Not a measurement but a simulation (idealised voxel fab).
process module | voxel wiring stack
Xsec cut, 255 nm wide, square cell size 5 nm.
Cross-section layout: square cells on a grid; listed as bands, top to bottom; a band spans one or more cell rows.
For a band, the entry starts with two heights in nm, that of the top and then that of the bottom, and carries on with the band's materials in order from left to right, each alongside its width in nm; the word "everywhere" beside a single material means it fills the band edge to edge, and "empty" means empty space.
Beneath 0, the wafer as received is one material, and that level is where height counting begins. The lowest band goes on downward without a bottom; it is written like "0 -> down".
A width given as "30->40" starts at the first number in the band's top row and ends at the second number in its bottom row, shifting by an equal amount at every step from row to row.
"left unchanged" (step): cross-section cells unchanged, all of them.
Heads up: "Closed void listing" only lists the empty pockets with no open path to the top that are 8 cells or more, and it writes them as width x height at distance, distance from the left edge, in nm.
Text after the settings on a step's line: the simulator's own remark on that step.
overlay nm: where the mask lay relative to plan, measured to the right, on steps with a mask; negatives go left.

# Intended process steps
| 1 | RECEIVE,material Si |
| 2 | CONFORMAL_DEP,material SiO2,thk nm 15 |
| 3 | CONFORMAL_DEP,material SiN,thk nm 5 |
| 4 | DIRECTIONAL_DEP,material lowk,thk nm 15 |
| 5 | DIRECTIONAL_DEP,material aC,thk nm 10 |
| 6 | PATTERN,tone open,mask id METAL_1,material resist,width nm 20,pitch nm 35,thk nm 25,overlay nm 0 |
| 7 | DIRECTIONAL_ETCH,etch materials aC,depth nm 10 |
| 8 | STRIP,etch materials resist |
| 9 | DIRECTIONAL_ETCH,etch materials lowk,depth nm 15 |
| 10 | DIRECTIONAL_ETCH,etch materials SiN,depth nm 5 |
| 11 | STRIP,etch materials aC |
| 12 | CONFORMAL_DEP,material TiN,thk nm 5 |
| 13 | FILL_DEP,material Cu,thk nm 10 |
| 14 | CMP,height nm 35 |
| 15 | CONFORMAL_DEP,material SiCN,thk nm 5 |
| 16 | DIRECTIONAL_DEP,material lowk,thk nm 30 |
| 17 | PATTERN,tone open,mask id METAL_2_HOLES,material resist,width nm 15,pitch nm 70,thk nm 15,overlay nm 0 |
| 18 | DIRECTIONAL_ETCH,etch materials lowk,depth nm 30 |
| 19 | STRIP,etch materials resist |
| 20 | MASKED_ETCH,tone open,mask id METAL_2,width nm 20,pitch nm 35,etch materials lowk,depth nm 20,overlay nm 0 |
| 21 | MASKED_ETCH,tone open,mask id METAL_2,width nm 20,pitch nm 35,etch materials SiCN,depth nm 5,overlay nm 0 |
| 22 | CONFORMAL_DEP,material TiN,thk nm 5 |
| 23 | FILL_DEP,material Cu,thk nm 5 |
| 24 | CMP,height nm 70 |
| 25 | CONFORMAL_DEP,material SiN,thk nm 5 |

# Of two wafers, the first: run according to plan

# Here's what the wafer looked like in cross-section when it arrived - that's after step 1
> 0 -> down = Si everywhere
> Closed void listing: none

# State of the wafer after step 2, shown in cross-section
> 15 -> 0 = SiO2 everywhere
> Below 0 it's all the same as before, nothing changed down there.

# State of the wafer after step 3, shown in cross-section
> 20 -> 15 = SiN everywhere
> Below 15 it's all the same as before, nothing changed down there.

# State of the wafer after step 4, shown in cross-section
> 35 -> 20 = lowk everywhere
> Below 20 it's all the same as before, nothing changed down there.

# State of the wafer after step 5, shown in cross-section
> 45 -> 35 = aC everywhere
> Below 35 it's all the same as before, nothing changed down there.

# State of the wafer after step 6, shown in cross-section
> 70 -> 45 = 65 resist; 20 empty; 15 resist; 20 empty; 15 resist; 20 empty; 15 resist; 20 empty; 65 resist
> Below 45 it's all the same as before, nothing changed down there.

# State of the wafer after step 7, shown in cross-section
> 60 -> 45 = 65 resist; 20 empty; 15 resist; 20 empty; 15 resist; 20 empty; 15 resist; 20 empty; 65 resist
> 45 -> 35 = 65 aC; 20 empty; 15 aC; 20 empty; 15 aC; 20 empty; 15 aC; 20 empty; 65 aC
> Below 35 it's all the same as before, nothing changed down there.

# State of the wafer after step 8, shown in cross-section
> 45 -> 35 = 65 aC; 20 empty; 15 aC; 20 empty; 15 aC; 20 empty; 15 aC; 20 empty; 65 aC
> Below 35 it's all the same as before, nothing changed down there.

# State of the wafer after step 9, shown in cross-section
> 45 -> 35 = 65 aC; 20 empty; 15 aC; 20 empty; 15 aC; 20 empty; 15 aC; 20 empty; 65 aC
> 35 -> 20 = 65 lowk; 20 empty; 15 lowk; 20 empty; 15 lowk; 20 empty; 15 lowk; 20 empty; 65 lowk
> Below 20 it's all the same as before, nothing changed down there.

# State of the wafer after step 10, shown in cross-section
> 45 -> 35 = 65 aC; 20 empty; 15 aC; 20 empty; 15 aC; 20 empty; 15 aC; 20 empty; 65 aC
> 35 -> 20 = 65 lowk; 20 empty; 15 lowk; 20 empty; 15 lowk; 20 empty; 15 lowk; 20 empty; 65 lowk
> 20 -> 15 = 65 SiN; 20 empty; 15 SiN; 20 empty; 15 SiN; 20 empty; 15 SiN; 20 empty; 65 SiN
> Below 15 it's all the same as before, nothing changed down there.

# State of the wafer after step 11, shown in cross-section
> 35 -> 20 = 65 lowk; 20 empty; 15 lowk; 20 empty; 15 lowk; 20 empty; 15 lowk; 20 empty; 65 lowk
> Below 20 it's all the same as before, nothing changed down there.

# State of the wafer after step 12, shown in cross-section
> 40 -> 35 = 70 TiN; 10 empty; 25 TiN; 10 empty; 25 TiN; 10 empty; 25 TiN; 10 empty; 70 TiN
> 35 -> 20 = 65 lowk; 5 TiN; 10 empty; 5 TiN; 15 lowk; 5 TiN; 10 empty; 5 TiN; 15 lowk; 5 TiN; 10 empty; 5 TiN; 15 lowk; 5 TiN; 10 empty; 5 TiN; 65 lowk
> 20 -> 15 = 65 SiN; 20 TiN; 15 SiN; 20 TiN; 15 SiN; 20 TiN; 15 SiN; 20 TiN; 65 SiN
> Below 15 it's all the same as before, nothing changed down there.

# State of the wafer after step 13, shown in cross-section
> 50 -> 40 = Cu everywhere
> 40 -> 35 = 70 TiN; 10 Cu; 25 TiN; 10 Cu; 25 TiN; 10 Cu; 25 TiN; 10 Cu; 70 TiN
> 35 -> 20 = 65 lowk; 5 TiN; 10 Cu; 5 TiN; 15 lowk; 5 TiN; 10 Cu; 5 TiN; 15 lowk; 5 TiN; 10 Cu; 5 TiN; 15 lowk; 5 TiN; 10 Cu; 5 TiN; 65 lowk
> Below 20 it's all the same as before, nothing changed down there.

# State of the wafer after step 14, shown in cross-section
> 35 -> 20 = 65 lowk; 5 TiN; 10 Cu; 5 TiN; 15 lowk; 5 TiN; 10 Cu; 5 TiN; 15 lowk; 5 TiN; 10 Cu; 5 TiN; 15 lowk; 5 TiN; 10 Cu; 5 TiN; 65 lowk
> Below 20 it's all the same as before, nothing changed down there.

# State of the wafer after step 15, shown in cross-section
> 40 -> 35 = SiCN everywhere
> Below 35 it's all the same as before, nothing changed down there.

# State of the wafer after step 16, shown in cross-section
> 70 -> 40 = lowk everywhere
> Below 40 it's all the same as before, nothing changed down there.

# State of the wafer after step 17, shown in cross-section
> 85 -> 70 = 65 resist; 15 empty; 55 resist; 15 empty; 105 resist
> Below 70 it's all the same as before, nothing changed down there.

# State of the wafer after step 18, shown in cross-section
> 85 -> 70 = 65 resist; 15 empty; 55 resist; 15 empty; 105 resist
> 70 -> 40 = 65 lowk; 15 empty; 55 lowk; 15 empty; 105 lowk
> Below 40 it's all the same as before, nothing changed down there.

# State of the wafer after step 19, shown in cross-section
> 70 -> 40 = 65 lowk; 15 empty; 55 lowk; 15 empty; 105 lowk
> Below 40 it's all the same as before, nothing changed down there.

# State of the wafer after step 20, shown in cross-section
> 70 -> 50 = 65 lowk; 20 empty; 15 lowk; 20 empty; 15 lowk; 20 empty; 15 lowk; 20 empty; 65 lowk
> Below 50 it's all the same as before, nothing changed down there.

# State of the wafer after step 21, shown in cross-section
> 70 -> 50 = 65 lowk; 20 empty; 15 lowk; 20 empty; 15 lowk; 20 empty; 15 lowk; 20 empty; 65 lowk
> 50 -> 40 = 65 lowk; 15 empty; 55 lowk; 15 empty; 105 lowk
> 40 -> 35 = 65 SiCN; 15 empty; 55 SiCN; 15 empty; 105 SiCN
> Below 35 it's all the same as before, nothing changed down there.

# State of the wafer after step 22, shown in cross-section
> 75 -> 70 = 70 TiN; 10 empty; 25 TiN; 10 empty; 25 TiN; 10 empty; 25 TiN; 10 empty; 70 TiN
> 70 -> 55 = 65 lowk; 5 TiN; 10 empty; 5 TiN; 15 lowk; 5 TiN; 10 empty; 5 TiN; 15 lowk; 5 TiN; 10 empty; 5 TiN; 15 lowk; 5 TiN; 10 empty; 5 TiN; 65 lowk
> 55 -> 50 = 65 lowk; 5 TiN; 5 empty; 10 TiN; 15 lowk; 20 TiN; 15 lowk; 5 TiN; 5 empty; 10 TiN; 15 lowk; 20 TiN; 65 lowk
> 50 -> 40 = 65 lowk; 5 TiN; 5 empty; 5 TiN; 55 lowk; 5 TiN; 5 empty; 5 TiN; 105 lowk
> 40 -> 35 = 65 SiCN; 15 TiN; 55 SiCN; 15 TiN; 105 SiCN
> Below 35 it's all the same as before, nothing changed down there.

# State of the wafer after step 23, shown in cross-section
> 80 -> 75 = Cu everywhere
> 75 -> 70 = 70 TiN; 10 Cu; 25 TiN; 10 Cu; 25 TiN; 10 Cu; 25 TiN; 10 Cu; 70 TiN
> 70 -> 55 = 65 lowk; 5 TiN; 10 Cu; 5 TiN; 15 lowk; 5 TiN; 10 Cu; 5 TiN; 15 lowk; 5 TiN; 10 Cu; 5 TiN; 15 lowk; 5 TiN; 10 Cu; 5 TiN; 65 lowk
> 55 -> 50 = 65 lowk; 5 TiN; 5 Cu; 10 TiN; 15 lowk; 20 TiN; 15 lowk; 5 TiN; 5 Cu; 10 TiN; 15 lowk; 20 TiN; 65 lowk
> 50 -> 40 = 65 lowk; 5 TiN; 5 Cu; 5 TiN; 55 lowk; 5 TiN; 5 Cu; 5 TiN; 105 lowk
> Below 40 it's all the same as before, nothing changed down there.

# State of the wafer after step 24, shown in cross-section
> 70 -> 55 = 65 lowk; 5 TiN; 10 Cu; 5 TiN; 15 lowk; 5 TiN; 10 Cu; 5 TiN; 15 lowk; 5 TiN; 10 Cu; 5 TiN; 15 lowk; 5 TiN; 10 Cu; 5 TiN; 65 lowk
> Below 55 it's all the same as before, nothing changed down there.

# State of the wafer after step 25, shown in cross-section
> 75 -> 70 = SiN everywhere
> Below 70 it's all the same as before, nothing changed down there.

# Now the other wafer: same start, same recipe, but we messed up one thing when running it. Up to and including step 1 it's the same as the first one

when step 2 should have ended: left unchanged

# when step 3 should have ended
> 5 -> 0 = SiN everywhere
> Below 0 it's all the same as before, nothing changed down there.

# when step 4 should have ended
> 20 -> 5 = lowk everywhere
> Below 5 it's all the same as before, nothing changed down there.

# when step 5 should have ended
> 30 -> 20 = aC everywhere
> Below 20 it's all the same as before, nothing changed down there.

# when step 6 should have ended
> 55 -> 30 = 65 resist; 20 empty; 15 resist; 20 empty; 15 resist; 20 empty; 15 resist; 20 empty; 65 resist
> Below 30 it's all the same as before, nothing changed down there.

# when step 7 should have ended
> 45 -> 30 = 65 resist; 20 empty; 15 resist; 20 empty; 15 resist; 20 empty; 15 resist; 20 empty; 65 resist
> 30 -> 20 = 65 aC; 20 empty; 15 aC; 20 empty; 15 aC; 20 empty; 15 aC; 20 empty; 65 aC
> Below 20 it's all the same as before, nothing changed down there.

# when step 8 should have ended
> 30 -> 20 = 65 aC; 20 empty; 15 aC; 20 empty; 15 aC; 20 empty; 15 aC; 20 empty; 65 aC
> Below 20 it's all the same as before, nothing changed down there.

# when step 9 should have ended
> 30 -> 20 = 65 aC; 20 empty; 15 aC; 20 empty; 15 aC; 20 empty; 15 aC; 20 empty; 65 aC
> 20 -> 5 = 65 lowk; 20 empty; 15 lowk; 20 empty; 15 lowk; 20 empty; 15 lowk; 20 empty; 65 lowk
> Below 5 it's all the same as before, nothing changed down there.

# when step 10 should have ended
> 30 -> 20 = 65 aC; 20 empty; 15 aC; 20 empty; 15 aC; 20 empty; 15 aC; 20 empty; 65 aC
> 20 -> 5 = 65 lowk; 20 empty; 15 lowk; 20 empty; 15 lowk; 20 empty; 15 lowk; 20 empty; 65 lowk
> 5 -> 0 = 65 SiN; 20 empty; 15 SiN; 20 empty; 15 SiN; 20 empty; 15 SiN; 20 empty; 65 SiN
> Below 0 it's all the same as before, nothing changed down there.

# when step 11 should have ended
> 20 -> 5 = 65 lowk; 20 empty; 15 lowk; 20 empty; 15 lowk; 20 empty; 15 lowk; 20 empty; 65 lowk
> Below 5 it's all the same as before, nothing changed down there.

# when step 12 should have ended
> 25 -> 20 = 70 TiN; 10 empty; 25 TiN; 10 empty; 25 TiN; 10 empty; 25 TiN; 10 empty; 70 TiN
> 20 -> 5 = 65 lowk; 5 TiN; 10 empty; 5 TiN; 15 lowk; 5 TiN; 10 empty; 5 TiN; 15 lowk; 5 TiN; 10 empty; 5 TiN; 15 lowk; 5 TiN; 10 empty; 5 TiN; 65 lowk
> 5 -> 0 = 65 SiN; 20 TiN; 15 SiN; 20 TiN; 15 SiN; 20 TiN; 15 SiN; 20 TiN; 65 SiN
> Below 0 it's all the same as before, nothing changed down there.

# when step 13 should have ended
> 35 -> 25 = Cu everywhere
> 25 -> 20 = 70 TiN; 10 Cu; 25 TiN; 10 Cu; 25 TiN; 10 Cu; 25 TiN; 10 Cu; 70 TiN
> 20 -> 5 = 65 lowk; 5 TiN; 10 Cu; 5 TiN; 15 lowk; 5 TiN; 10 Cu; 5 TiN; 15 lowk; 5 TiN; 10 Cu; 5 TiN; 15 lowk; 5 TiN; 10 Cu; 5 TiN; 65 lowk
> Below 5 it's all the same as before, nothing changed down there.

when step 14 should have ended: left unchanged

# when step 15 should have ended
> 40 -> 35 = SiCN everywhere
> Below 35 it's all the same as before, nothing changed down there.

# when step 16 should have ended
> 70 -> 40 = lowk everywhere
> Below 40 it's all the same as before, nothing changed down there.

# when step 17 should have ended
> 85 -> 70 = 65 resist; 15 empty; 55 resist; 15 empty; 105 resist
> Below 70 it's all the same as before, nothing changed down there.

# when step 18 should have ended
> 85 -> 70 = 65 resist; 15 empty; 55 resist; 15 empty; 105 resist
> 70 -> 40 = 65 lowk; 15 empty; 55 lowk; 15 empty; 105 lowk
> Below 40 it's all the same as before, nothing changed down there.

# when step 19 should have ended
> 70 -> 40 = 65 lowk; 15 empty; 55 lowk; 15 empty; 105 lowk
> Below 40 it's all the same as before, nothing changed down there.

# when step 20 should have ended
> 70 -> 50 = 65 lowk; 20 empty; 15 lowk; 20 empty; 15 lowk; 20 empty; 15 lowk; 20 empty; 65 lowk
> Below 50 it's all the same as before, nothing changed down there.

# when step 21 should have ended
> 70 -> 50 = 65 lowk; 20 empty; 15 lowk; 20 empty; 15 lowk; 20 empty; 15 lowk; 20 empty; 65 lowk
> 50 -> 40 = 65 lowk; 15 empty; 55 lowk; 15 empty; 105 lowk
> 40 -> 35 = 65 SiCN; 15 empty; 55 SiCN; 15 empty; 105 SiCN
> Below 35 it's all the same as before, nothing changed down there.

# when step 22 should have ended
> 75 -> 70 = 70 TiN; 10 empty; 25 TiN; 10 empty; 25 TiN; 10 empty; 25 TiN; 10 empty; 70 TiN
> 70 -> 55 = 65 lowk; 5 TiN; 10 empty; 5 TiN; 15 lowk; 5 TiN; 10 empty; 5 TiN; 15 lowk; 5 TiN; 10 empty; 5 TiN; 15 lowk; 5 TiN; 10 empty; 5 TiN; 65 lowk
> 55 -> 50 = 65 lowk; 5 TiN; 5 empty; 10 TiN; 15 lowk; 20 TiN; 15 lowk; 5 TiN; 5 empty; 10 TiN; 15 lowk; 20 TiN; 65 lowk
> 50 -> 40 = 65 lowk; 5 TiN; 5 empty; 5 TiN; 55 lowk; 5 TiN; 5 empty; 5 TiN; 105 lowk
> 40 -> 35 = 65 SiCN; 15 TiN; 55 SiCN; 15 TiN; 105 SiCN
> Below 35 it's all the same as before, nothing changed down there.

# when step 23 should have ended
> 80 -> 75 = Cu everywhere
> 75 -> 70 = 70 TiN; 10 Cu; 25 TiN; 10 Cu; 25 TiN; 10 Cu; 25 TiN; 10 Cu; 70 TiN
> 70 -> 55 = 65 lowk; 5 TiN; 10 Cu; 5 TiN; 15 lowk; 5 TiN; 10 Cu; 5 TiN; 15 lowk; 5 TiN; 10 Cu; 5 TiN; 15 lowk; 5 TiN; 10 Cu; 5 TiN; 65 lowk
> 55 -> 50 = 65 lowk; 5 TiN; 5 Cu; 10 TiN; 15 lowk; 20 TiN; 15 lowk; 5 TiN; 5 Cu; 10 TiN; 15 lowk; 20 TiN; 65 lowk
> 50 -> 40 = 65 lowk; 5 TiN; 5 Cu; 5 TiN; 55 lowk; 5 TiN; 5 Cu; 5 TiN; 105 lowk
> Below 40 it's all the same as before, nothing changed down there.

# when step 24 should have ended
> 70 -> 55 = 65 lowk; 5 TiN; 10 Cu; 5 TiN; 15 lowk; 5 TiN; 10 Cu; 5 TiN; 15 lowk; 5 TiN; 10 Cu; 5 TiN; 15 lowk; 5 TiN; 10 Cu; 5 TiN; 65 lowk
> Below 55 it's all the same as before, nothing changed down there.

# when step 25 should have ended
> 75 -> 70 = SiN everywhere
> Below 70 it's all the same as before, nothing changed down there.
It is concluded that the wafer was processed incorrectly with respect to the plan, in that skipped: plan step 2 (never run)
Bottom line after processing is that, in cells, the second wafer is up or down on some materials versus the first: +110 Cu | -153 SiO2 | +43 TiN
